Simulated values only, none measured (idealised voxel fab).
Herein follows the process module entitled voxel capacitor over wiring.
For reference, the cross-section in this document is cut, with width 180 nm and square cells of 5 nm.
A cross-section is a grid of square cells, given in bands from the top down. A band is one or more rows of cells. In this notation a band is specified by the heights of its top and bottom, in that order and in nm, after which its materials appear from left to right, each paired with its width in nm. The word "full width" attached to a single material means that material fills the band from edge to edge; the word "air" stands for empty space. Below 0: as-received wafer, all one material; heights counted from there. Lowest band: no bottom, goes on down, written "0 and below". Width spec "30..40" -> top row of cells at first value, bottom row at second value, equal per-row change in between. "no alterations made" for a step: no cell of the cross-section changed in that step. Closed empty spaces (no open way to the top) of 8 cells or more are what "Completely enclosed voids" lists, each as width x height at distance from the left edge, nm for all three. If you see something after the settings on a step's line, that's the simulator's own remark about that step. overlay nm: where the mask lay relative to plan, measured to the right, on steps with a mask; negatives go left.

[These are the steps we planned for the process]
1. op RECEIVE | material Si
2. op CONFORMAL_DEP | material SiO2 | thk nm 10
3. op CONFORMAL_DEP | material SiN | thk nm 5
4. op DIRECTIONAL_DEP | material lowk | thk nm 15
5. op DIRECTIONAL_DEP | material aC | thk nm 10
6. op PATTERN | tone open | mask id METAL_1 | material resist | width nm 20 | pitch nm 80 | thk nm 30 | overlay nm 0
7. op DIRECTIONAL_ETCH | etch materials aC | depth nm 10
8. op STRIP | etch materials resist
9. op DIRECTIONAL_ETCH | etch materials lowk | depth nm 15
10. op DIRECTIONAL_ETCH | etch materials SiN | depth nm 5
11. op STRIP | etch materials aC
12. op CONFORMAL_DEP | material TiN | thk nm 5
13. op FILL_DEP | material W | thk nm 10
14. op CMP | height nm 30
15. op EPI | material Ru | thk nm 5
16. op FILL_DEP | material SiCN | thk nm 5
17. op DIRECTIONAL_DEP | material lowk | thk nm 20
18. op MASKED_ETCH | tone open | mask id PLUG_1 | width nm 15 | etch materials lowk | depth nm 20 | overlay nm 0
19. op MASKED_ETCH | tone open | mask id PLUG_1 | width nm 15 | etch materials SiCN | depth nm 5 | overlay nm 0
20. op CONFORMAL_DEP | material TiN | thk nm 5
21. op FILL_DEP | material Cu | thk nm 10
22. op CMP | height nm 60
23. op DIRECTIONAL_DEP | material TiN | thk nm 10
24. op DIRECTIONAL_DEP | material Al2O3 | thk nm 5
25. op DIRECTIONAL_DEP | material TiN | thk nm 10
26. op DIRECTIONAL_DEP | material aC | thk nm 10
27. op PATTERN | tone cover | mask id UPPER_PLATE | material resist | width nm 65 | thk nm 30 | overlay nm 0
28. op DIRECTIONAL_ETCH | etch materials aC | depth nm 10
29. op STRIP | etch materials resist
30. op DIRECTIONAL_ETCH | etch materials TiN | depth nm 10
31. op DIRECTIONAL_ETCH | etch materials Al2O3 | depth nm 5
32. op STRIP | etch materials aC
33. op DIRECTIONAL_DEP | material aC | thk nm 15
34. op PATTERN | tone cover | mask id LOWER_PLATE | material resist | width nm 75 | thk nm 30 | overlay nm 0
35. op DIRECTIONAL_ETCH | etch materials aC | depth nm 15
36. op STRIP | etch materials resist
37. op DIRECTIONAL_ETCH | etch materials TiN | depth nm 10
38. op STRIP | etch materials aC
39. op FILL_DEP | material SiO2 | thk nm 15
40. op CMP | height nm 95
41. op MASKED_ETCH | tone open | mask id PLUG_2 | width nm 15 | etch materials SiO2 | depth nm 10 | overlay nm 0
42. op CONFORMAL_DEP | material TiN | thk nm 5
43. op FILL_DEP | material W | thk nm 10
44. op CMP | height nm 95
45. op CONFORMAL_DEP | material SiCN | thk nm 5

[Wafer cross-section on receipt, i.e. after step 1]
	0 and below = Si full width
	Completely enclosed voids: none

[Cross-section: first of two wafers, module finished, run according to plan]
	100 down to 95 = SiCN full width
	95 down to 90 = SiO2=55 | TiN=5 | W=5 | TiN=5 | SiO2=110
	90 down to 85 = SiO2=55 | TiN=15 | SiO2=110
	85 down to 75 = SiO2=45 | TiN=65 | SiO2=70
	75 down to 70 = SiO2=45 | Al2O3=65 | SiO2=70
	70 down to 60 = SiO2=40 | TiN=75 | SiO2=65
	60 down to 40 = lowk=45 | TiN=5 | Cu=5 | TiN=5 | lowk=120
	40 down to 35 = SiCN=45 | TiN=15 | SiCN=120
	35 down to 30 = SiCN=35 | Ru=30 | SiCN=50 | Ru=30 | SiCN=35
	30 down to 15 = lowk=40 | TiN=5 | W=10 | TiN=5 | lowk=60 | TiN=5 | W=10 | TiN=5 | lowk=40
	15 down to 10 = SiN=40 | TiN=20 | SiN=60 | TiN=20 | SiN=40
	10 down to 0 = SiO2 full width
	0 and below = Si full width
	Completely enclosed voids: none

[Here is the second of the two wafers cut open at the end of the module - same start, same plan as the first one, but we made one mistake running it]
	100 down to 95 = SiCN full width
	95 down to 90 = SiO2=50 | TiN=5 | W=5 | TiN=5 | SiO2=115
	90 down to 85 = SiO2=50 | TiN=15 | SiO2=115
	85 down to 75 = SiO2=45 | TiN=65 | SiO2=70
	75 down to 70 = SiO2=45 | Al2O3=65 | SiO2=70
	70 down to 60 = SiO2=40 | TiN=75 | SiO2=65
	60 down to 40 = lowk=45 | TiN=5 | Cu=5 | TiN=5 | lowk=120
	40 down to 35 = SiCN=45 | TiN=15 | SiCN=120
	35 down to 30 = SiCN=35 | Ru=30 | SiCN=50 | Ru=30 | SiCN=35
	30 down to 15 = lowk=40 | TiN=5 | W=10 | TiN=5 | lowk=60 | TiN=5 | W=10 | TiN=5 | lowk=40
	15 down to 10 = SiN=40 | TiN=20 | SiN=60 | TiN=20 | SiN=40
	10 down to 0 = SiO2 full width
	0 and below = Si full width
	Completely enclosed voids: none
It is concluded that the wafer was processed incorrectly with respect to the plan, in that note that step 41 departed from the planned setting and was carried out as op MASKED_ETCH | tone open | mask id PLUG_2 | width nm 15 | etch materials SiO2 | depth nm 10 | overlay nm -5
If you tally the cells, the second wafer ends up with the same amount of every material as the first; it's all just sitting in different places.
